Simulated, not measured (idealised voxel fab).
process module | voxel transistor to metal
cross-section cut | 170 nm wide | cells 5 nm
A cross-section is a grid of square cells, given in bands from the top down. A band is one or more rows of cells.
Each band's line starts with the height of the band's top and of its bottom, in nm. Then come its materials from left to right, each with its width in nm. One material with "throughout" fills the band from edge to edge. "air" is empty space.
Height 0 is the level under which the wafer as received is all one material. The lowest band goes on downwards, as in "0 down".
A width such as "30 to 40" changes by the same amount from each row of cells to the next, from the band's top row to its bottom row.
"no change" after a step means that no cell of the cross-section changed.
closed voids: empty space of 8 cells or more with no open way to the top, each as width x height at its distance from the left edge, in nm
after a step's settings: what the simulator itself notes on the step
overlay nm, on a step with a mask: how far to the right of its planned place the mask lay; to the left if negative
plan
1 op RECEIVE | material Si
2 op OXIDIZE | depth nm 5
3 op CONFORMAL_DEP | material SiN | thk nm 10
4 op MASKED_ETCH | tone cover | mask id ACTIVE | width nm 100 | etch materials SiN | depth nm 10 | overlay nm 0
5 op MASKED_ETCH | tone cover | mask id ACTIVE | width nm 100 | etch materials SiO2 | depth nm 5 | overlay nm 0
6 op MASKED_ETCH | tone cover | mask id ACTIVE | width nm 100 | etch materials Si | depth nm 30 | overlay nm 0
7 op FILL_DEP | material SiO2 | thk nm 10
8 op CMP | height nm 10
9 op SELECTIVE_ETCH | etch materials SiO2 | depth nm 10
10 op STRIP | etch materials SiN
11 op SELECTIVE_ETCH | etch materials SiO2 | depth nm 5
12 op OXIDIZE | depth nm 5
13 op DIRECTIONAL_DEP | material polySi | thk nm 30
14 op DIRECTIONAL_DEP | material SiCN | thk nm 10
15 op PATTERN | tone cover | mask id GATE | material resist | width nm 30 | thk nm 15 | overlay nm 0
16 op DIRECTIONAL_ETCH | etch materials SiCN | depth nm 20
17 op DIRECTIONAL_ETCH | etch materials polySi | depth nm 40
18 op STRIP | etch materials resist
19 op CONFORMAL_DEP | material SiO2 | thk nm 5
20 op DIRECTIONAL_ETCH | etch materials SiO2 | depth nm 5
21 op CONFORMAL_DEP | material SiN | thk nm 10
22 op DIRECTIONAL_ETCH | etch materials SiN | depth nm 10
23 op DIRECTIONAL_ETCH | etch materials SiO2 | depth nm 5
24 op DIRECTIONAL_ETCH | etch materials Si | depth nm 10
25 op EPI | material nSi | thk nm 10
26 op FILL_DEP | material SiO2 | thk nm 10
27 op CMP | height nm 25
28 op STRIP | etch materials polySi
29 op SELECTIVE_ETCH | etch materials SiO2 | depth nm 5
30 op CONFORMAL_DEP | material HfO2 | thk nm 5
31 op CONFORMAL_DEP | material TiN | thk nm 5
32 op FILL_DEP | material W | thk nm 10
33 op CMP | height nm 20
34 op DIRECTIONAL_DEP | material SiO2 | thk nm 15
35 op PATTERN | tone open | mask id CONTACT | material resist | width nm 15 | pitch nm 75 | thk nm 20 | overlay nm 0
36 op DIRECTIONAL_ETCH | etch materials SiO2 | depth nm 45
37 op STRIP | etch materials resist
38 op CONFORMAL_DEP | material TiN | thk nm 5
39 op FILL_DEP | material W | thk nm 5
40 op CMP | height nm 35
41 op CONFORMAL_DEP | material SiN | thk nm 5
42 op DIRECTIONAL_DEP | material lowk | thk nm 20
43 op MASKED_ETCH | tone open | mask id METAL_1 | width nm 15 | pitch nm 75 | etch materials lowk | depth nm 20 | overlay nm 0
44 op MASKED_ETCH | tone open | mask id METAL_1 | width nm 15 | pitch nm 75 | etch materials SiN | depth nm 5 | overlay nm 0
45 op CONFORMAL_DEP | material TiN | thk nm 5
46 op FILL_DEP | material Ru | thk nm 10
47 op CMP | height nm 60
48 op EPI | material Ru | thk nm 5
49 op FILL_DEP | material SiCN | thk nm 5
50 op DIRECTIONAL_DEP | material lowk | thk nm 25
51 op MASKED_ETCH | tone open | mask id METAL_2 | width nm 15 | pitch nm 75 | etch materials lowk | depth nm 15 | overlay nm 0
52 op MASKED_ETCH | tone open | mask id METAL_2_HOLES | width nm 15 | pitch nm 75 | etch materials lowk | depth nm 10 | overlay nm 0
53 op MASKED_ETCH | tone open | mask id METAL_2_HOLES | width nm 15 | pitch nm 75 | etch materials SiCN | depth nm 5 | overlay nm 0
54 op CONFORMAL_DEP | material TiN | thk nm 5
55 op FILL_DEP | material Cu | thk nm 10
56 op CMP | height nm 95
57 op CONFORMAL_DEP | material SiCN | thk nm 5
as received, after step 1
  0 down: Si throughout
  closed voids: none
a wafer at the end: this start, this plan, one mistake
  100 to 95: SiCN throughout
  95 to 70: lowk 40 | TiN 5 | Cu 5 | TiN 5 | lowk 60 | TiN 5 | Cu 5 | TiN 5 | lowk 40
  70 to 65: SiCN 40 | TiN 15 | SiCN 60 | TiN 15 | SiCN 40
  65 to 60: SiCN 35 | Ru 25 | SiCN 50 | Ru 25 | SiCN 35
  60 to 40: lowk 40 | TiN 5 | Ru 5 | TiN 5 | lowk 60 | TiN 5 | Ru 5 | TiN 5 | lowk 40
  40 to 35: SiN 40 | TiN 15 | SiN 60 | TiN 15 | SiN 40
  35 to 20: SiO2 40 | TiN 5 | W 5 | TiN 5 | SiO2 60 | TiN 5 | W 5 | TiN 5 | SiO2 40
  20 to 5: SiO2 40 | TiN 5 | W 5 | TiN 5 | SiN 10 | HfO2 10 | W 20 | HfO2 10 | SiN 10 | TiN 5 | W 5 | TiN 5 | SiO2 40
  5 to 0: SiO2 40 | TiN 15 | SiN 10 | HfO2 10 | W 20 | HfO2 10 | SiN 10 | TiN 15 | SiO2 40
  0 to -5: SiO2 40 | TiN 5 | nSi 10 | SiN 10 | HfO2 40 | SiN 10 | nSi 10 | TiN 5 | SiO2 40
  -5 to -10: SiO2 40 | TiN 5 | nSi 10 | SiO2 10 | HfO2 40 | SiO2 10 | nSi 10 | TiN 5 | SiO2 40
  -10 to -20: SiO2 35 | nSi 20 | Si 60 | nSi 20 | SiO2 35
  -20 to -35: SiO2 35 | Si 100 | SiO2 35
  -35 down: Si throughout
  closed voids: none
what went wrong: step 31 ran as: op CONFORMAL_DEP | material HfO2 | thk nm 5
